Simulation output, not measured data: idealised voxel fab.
The name of this process module is voxel self aligned vias.
Square cell edge 5 nm, section width 155 nm, ID cut.
A cross-section is a grid of square cells, given in bands from the top down. A band is one or more rows of cells. Look at the band entry: it leads with the top's height and the bottom's height in nm. Then it lists the materials left to right, with a width in nm for each. The word "throughout" on a single material says that material fills the band edge to edge. The word "blank" is empty space. Height is counted from the level 0, under which the received wafer is composed throughout of one material. The lowest of the bands is not closed at the bottom but continues downward, in the notation "0 down". The width entry "30 to 40" should be interpreted row by row: the top row of cells in the band takes the first number, the bottom row takes the second number, and the change between adjacent rows is uniform throughout. "nothing changed" (step): cross-section cells unchanged, all of them. Entry "Closed void catalog" = empty spaces >= 8 cells with no open way to the top; each as width x height at distance, distance from left edge, all nm. What comes after the settings on a step's line is commentary from the simulator itself on that step. overlay nm: mask right of planned place by this much (step with mask). Neg. = left.

Planned process steps:
1: RECEIVE: material Si
2: CONFORMAL_DEP: material SiO2, thk nm 15
3: CONFORMAL_DEP: material SiCN, thk nm 5
4: DIRECTIONAL_DEP: material lowk, thk nm 30
5: MASKED_ETCH: tone open, mask id LINES, width nm 30, pitch nm 60, etch materials lowk, depth nm 30, overlay nm 0
6: CONFORMAL_DEP: material TiN, thk nm 5
7: FILL_DEP: material W, thk nm 5
8: CMP: height nm 50
9: SELECTIVE_ETCH: etch materials W Ru TiN, depth nm 5
10: FILL_DEP: material SiN, thk nm 10
11: CMP: height nm 50
12: DIRECTIONAL_DEP: material lowk, thk nm 20
13: DIRECTIONAL_DEP: material aC, thk nm 10
14: PATTERN: tone open, mask id VIAS, material resist, width nm 40, pitch nm 60, thk nm 25, overlay nm 0
15: DIRECTIONAL_ETCH: etch materials aC, depth nm 10
16: STRIP: etch materials resist
17: DIRECTIONAL_ETCH: etch materials lowk, depth nm 20
18: DIRECTIONAL_ETCH: etch materials SiN, depth nm 5
19: STRIP: etch materials aC
20: CONFORMAL_DEP: material TiN, thk nm 5
21: FILL_DEP: material Ru, thk nm 5
22: CMP: height nm 70
23: CONFORMAL_DEP: material SiN, thk nm 5

This is the cross-section of the wafer as we received it, i.e. after step 1:
    0 down: Si throughout
    Closed void catalog: none

Here's the wafer cut in cross-section after the module, started and planned just like above, except one thing was done wrong in the run:
    75 to 70: SiN throughout
    70 to 55: 25 of lowk  5 of TiN  30 of Ru  5 of TiN  20 of lowk  5 of TiN  30 of Ru  5 of TiN  30 of lowk
    55 to 50: 25 of lowk  10 of TiN  20 of Ru  10 of TiN  20 of lowk  10 of TiN  20 of Ru  10 of TiN  30 of lowk
    50 to 45: 30 of lowk  30 of TiN  30 of lowk  30 of TiN  35 of lowk
    45 to 40: 30 of lowk  5 of TiN  20 of W  5 of TiN  30 of lowk  5 of TiN  20 of W  5 of TiN  35 of lowk
    40 to 35: 30 of lowk  30 of TiN  30 of lowk  30 of TiN  35 of lowk
    35 to 30: SiCN throughout
    30 to 0: SiO2 throughout
    0 down: Si throughout
    Closed void catalog: none
Run error: plan step 2 ran twice
